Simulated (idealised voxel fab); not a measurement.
process module | voxel self aligned contacts
cross-section cut | 155 nm wide | cells 5 nm
A cross-section is a grid of square cells, given in bands from the top down. A band is one or more rows of cells.
Each band's line starts with the height of the band's top and of its bottom, in nm. Then come its materials from left to right, each with its width in nm. One material with "throughout" fills the band from edge to edge. "air" is empty space.
Height 0 is the level under which the wafer as received is all one material. The lowest band goes on downwards, as in "0 down".
A width such as "30 to 40" changes by the same amount from each row of cells to the next, from the band's top row to its bottom row.
"no change" after a step means that no cell of the cross-section changed.
closed voids: empty space of 8 cells or more with no open way to the top, each as width x height at its distance from the left edge, in nm
after a step's settings: what the simulator itself notes on the step
overlay nm, on a step with a mask: how far to the right of its planned place the mask lay; to the left if negative
plan
1 op RECEIVE | material Si
2 op OXIDIZE | depth nm 5
3 op DIRECTIONAL_DEP | material polySi | thk nm 30
4 op DIRECTIONAL_DEP | material SiN | thk nm 25
5 op PATTERN | tone cover | mask id GATE | material resist | width nm 25 | pitch nm 65 | thk nm 20 | overlay nm 0
6 op DIRECTIONAL_ETCH | etch materials SiN | depth nm 25
7 op DIRECTIONAL_ETCH | etch materials polySi | depth nm 30
8 op STRIP | etch materials resist
9 op CONFORMAL_DEP | material SiN | thk nm 10
10 op DIRECTIONAL_ETCH | etch materials SiN | depth nm 10
11 op FILL_DEP | material SiO2 | thk nm 20
12 op CMP | height nm 65
13 op PATTERN | tone open | mask id CONTACT | material resist | width nm 50 | thk nm 20 | overlay nm 0
14 op DIRECTIONAL_ETCH | etch materials SiO2 | depth nm 70
15 op STRIP | etch materials resist
16 op CONFORMAL_DEP | material TiN | thk nm 5
17 op FILL_DEP | material W | thk nm 5
18 op CMP | height nm 65
19 op CONFORMAL_DEP | material SiN | thk nm 5
first wafer, as planned
as received, after step 1
  0 down: Si throughout
  closed voids: none
after step 2
  0 to -5: SiO2 throughout
  below -5: unchanged
after step 3
  30 to 0: polySi throughout
  below 0: unchanged
after step 4
  55 to 30: SiN throughout
  below 30: unchanged
after step 5
  75 to 55: air 30 | resist 25 | air 40 | resist 25 | air 35
  below 55: unchanged
after step 6
  75 to 55: air 30 | resist 25 | air 40 | resist 25 | air 35
  55 to 30: air 30 | SiN 25 | air 40 | SiN 25 | air 35
  below 30: unchanged
after step 7
  75 to 55: air 30 | resist 25 | air 40 | resist 25 | air 35
  55 to 30: air 30 | SiN 25 | air 40 | SiN 25 | air 35
  30 to 0: air 30 | polySi 25 | air 40 | polySi 25 | air 35
  below 0: unchanged
after step 8
  55 to 30: air 30 | SiN 25 | air 40 | SiN 25 | air 35
  below 30: unchanged
after step 9
  65 to 30: air 20 | SiN 45 | air 20 | SiN 45 | air 25
  30 to 10: air 20 | SiN 10 | polySi 25 | SiN 10 | air 20 | SiN 10 | polySi 25 | SiN 10 | air 25
  10 to 0: SiN 30 | polySi 25 | SiN 40 | polySi 25 | SiN 35
  below 0: unchanged
after step 10
  55 to 30: air 20 | SiN 45 | air 20 | SiN 45 | air 25
  30 to 0: air 20 | SiN 10 | polySi 25 | SiN 10 | air 20 | SiN 10 | polySi 25 | SiN 10 | air 25
  below 0: unchanged
after step 11
  75 to 55: SiO2 throughout
  55 to 30: SiO2 20 | SiN 45 | SiO2 20 | SiN 45 | SiO2 25
  30 to 0: SiO2 20 | SiN 10 | polySi 25 | SiN 10 | SiO2 20 | SiN 10 | polySi 25 | SiN 10 | SiO2 25
  below 0: unchanged
after step 12
  65 to 55: SiO2 throughout
  below 55: unchanged
after step 13
  85 to 65: resist 50 | air 50 | resist 55
  below 65: unchanged
after step 14
  85 to 65: resist 50 | air 50 | resist 55
  65 to 55: SiO2 50 | air 50 | SiO2 55
  55 to 30: SiO2 20 | SiN 45 | air 20 | SiN 45 | SiO2 25
  30 to 0: SiO2 20 | SiN 10 | polySi 25 | SiN 10 | air 20 | SiN 10 | polySi 25 | SiN 10 | SiO2 25
  0 to -5: SiO2 65 | air 20 | SiO2 70
  below -5: unchanged
after step 15
  65 to 55: SiO2 50 | air 50 | SiO2 55
  below 55: unchanged
after step 16
  70 to 65: TiN 55 | air 40 | TiN 60
  65 to 55: SiO2 50 | TiN 5 to 20 | air 40 to 10 | TiN 5 to 20 | SiO2 55
  55 to 30: SiO2 20 | SiN 45 | TiN 5 | air 10 | TiN 5 | SiN 45 | SiO2 25
  30 to 0: SiO2 20 | SiN 10 | polySi 25 | SiN 10 | TiN 5 | air 10 | TiN 5 | SiN 10 | polySi 25 | SiN 10 | SiO2 25
  0 to -5: SiO2 65 | TiN 20 | SiO2 70
  below -5: unchanged
after step 17
  75 to 70: W throughout
  70 to 65: TiN 55 | W 40 | TiN 60
  65 to 55: SiO2 50 | TiN 5 to 20 | W 40 to 10 | TiN 5 to 20 | SiO2 55
  55 to 30: SiO2 20 | SiN 45 | TiN 5 | W 10 | TiN 5 | SiN 45 | SiO2 25
  30 to 0: SiO2 20 | SiN 10 | polySi 25 | SiN 10 | TiN 5 | W 10 | TiN 5 | SiN 10 | polySi 25 | SiN 10 | SiO2 25
  below 0: unchanged
after step 18
  65 to 55: SiO2 50 | TiN 5 to 20 | W 40 to 10 | TiN 5 to 20 | SiO2 55
  below 55: unchanged
after step 19
  70 to 65: SiN throughout
  below 65: unchanged
second wafer: like start, like plan, one mistake. Through step 2 it matches the first wafer
when step 3 should have ended
  30 to 0: SiN throughout
  below 0: unchanged
when step 4 should have ended
  55 to 0: SiN throughout
  below 0: unchanged
when step 5 should have ended
  75 to 55: air 30 | resist 25 | air 40 | resist 25 | air 35
  below 55: unchanged
when step 6 should have ended
  75 to 55: air 30 | resist 25 | air 40 | resist 25 | air 35
  55 to 30: air 30 | SiN 25 | air 40 | SiN 25 | air 35
  below 30: unchanged
when step 7 should have ended: no change
when step 8 should have ended
  55 to 30: air 30 | SiN 25 | air 40 | SiN 25 | air 35
  below 30: unchanged
when step 9 should have ended
  65 to 40: air 20 | SiN 45 | air 20 | SiN 45 | air 25
  40 to 0: SiN throughout
  below 0: unchanged
when step 10 should have ended
  55 to 30: air 20 | SiN 45 | air 20 | SiN 45 | air 25
  below 30: unchanged
when step 11 should have ended
  75 to 55: SiO2 throughout
  55 to 30: SiO2 20 | SiN 45 | SiO2 20 | SiN 45 | SiO2 25
  below 30: unchanged
when step 12 should have ended
  65 to 55: SiO2 throughout
  below 55: unchanged
when step 13 should have ended
  85 to 65: resist 50 | air 50 | resist 55
  below 65: unchanged
when step 14 should have ended
  85 to 65: resist 50 | air 50 | resist 55
  65 to 55: SiO2 50 | air 50 | SiO2 55
  55 to 30: SiO2 20 | SiN 45 | air 20 | SiN 45 | SiO2 25
  below 30: unchanged
when step 15 should have ended
  65 to 55: SiO2 50 | air 50 | SiO2 55
  below 55: unchanged
when step 16 should have ended
  70 to 65: TiN 55 | air 40 | TiN 60
  65 to 55: SiO2 50 | TiN 5 to 20 | air 40 to 10 | TiN 5 to 20 | SiO2 55
  55 to 35: SiO2 20 | SiN 45 | TiN 5 | air 10 | TiN 5 | SiN 45 | SiO2 25
  35 to 30: SiO2 20 | SiN 45 | TiN 20 | SiN 45 | SiO2 25
  below 30: unchanged
when step 17 should have ended
  75 to 70: W throughout
  70 to 65: TiN 55 | W 40 | TiN 60
  65 to 55: SiO2 50 | TiN 5 to 20 | W 40 to 10 | TiN 5 to 20 | SiO2 55
  55 to 35: SiO2 20 | SiN 45 | TiN 5 | W 10 | TiN 5 | SiN 45 | SiO2 25
  below 35: unchanged
when step 18 should have ended
  65 to 55: SiO2 50 | TiN 5 to 20 | W 40 to 10 | TiN 5 to 20 | SiO2 55
  below 55: unchanged
when step 19 should have ended
  70 to 65: SiN throughout
  below 65: unchanged
what went wrong: step 3 ran as: op DIRECTIONAL_DEP | material SiN | thk nm 30
at the end the second wafer has, in cells: 138 more of SiN | 50 fewer of SiO2 | 14 fewer of TiN | 14 fewer of W | 60 fewer of polySi
